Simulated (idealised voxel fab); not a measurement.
Proc. module: voxel quadruple lines
cross-section cut | 270 nm wide | cells 5 nm
In what follows, cross-sections appear as grids of square cells, described through bands that run from the top down, where every band is one or more rows of cells. Per band: top height and bottom height in nm, followed by the left-to-right materials and their widths in nm; "throughout" marks a single material spanning edge to edge, "air" marks empty space. Below 0: as-received wafer, all one material; heights counted from there. Lowest band: no bottom, goes on down, written "0 nm and below". Width "30..40": first value at the band's top row of cells, second value at its bottom row, equal change from row to row. The designation "no alterations made", where it is given for a processing step, indicates that no cell of the cross-section was altered in the course of that step. "Trapped cavities": sealed empty spaces, 8 cells or more, no open way to top, listed width x height at distance, with distance from the left edge and width, height and distance in nm. Heads up: the bit after the settings on a step's line is the simulator's remark on that step. overlay nm: for a step with a mask, the amount by which the mask lay right of where it was planned; a negative amount means left of it.

### The planned process steps are enumerated hereunder
1,RECEIVE | material Si
2,CONFORMAL_DEP | material SiO2 | thk nm 5
3,DIRECTIONAL_DEP | material W | thk nm 15
4,DIRECTIONAL_DEP | material polySi | thk nm 15
5,DIRECTIONAL_DEP | material aC | thk nm 25
6,PATTERN | tone cover | mask id MANDREL | material resist | width nm 20 | pitch nm 80 | thk nm 35 | overlay nm 0
7,DIRECTIONAL_ETCH | etch materials aC | depth nm 25
8,STRIP | etch materials resist
9,CONFORMAL_DEP | material SiO2 | thk nm 10
10,DIRECTIONAL_ETCH | etch materials SiO2 | depth nm 10
11,STRIP | etch materials aC
12,DIRECTIONAL_ETCH | etch materials polySi | depth nm 15
13,STRIP | etch materials SiO2
14,CONFORMAL_DEP | material SiCN | thk nm 10
15,DIRECTIONAL_ETCH | etch materials SiCN | depth nm 10
16,STRIP | etch materials polySi
17,DIRECTIONAL_ETCH | etch materials W | depth nm 15
18,STRIP | etch materials SiCN
Heads up: all these wafers start the same, and what changes between them is the width nm in step 6. The value you see in the plan is just what the first wafer got.

### Cross-section of the first incoming wafer of several, state after step 1
0 nm and below | Si throughout
Trapped cavities: none

### Rows = wafers. At module end, each row lists per material the cells gained (+) or lost (-) since the wafer was received, then the closed voids
width nm 20, +54 SiO2, +48 W, Trapped cavities: none
width nm 25, +54 SiO2, +48 W, Trapped cavities: none
width nm 30, +54 SiO2, +48 W, Trapped cavities: none
width nm 35, +54 SiO2, +48 W, Trapped cavities: none
width nm 40, +54 SiO2, +48 W, Trapped cavities: none
width nm 45, +54 SiO2, +45 W, Trapped cavities: none
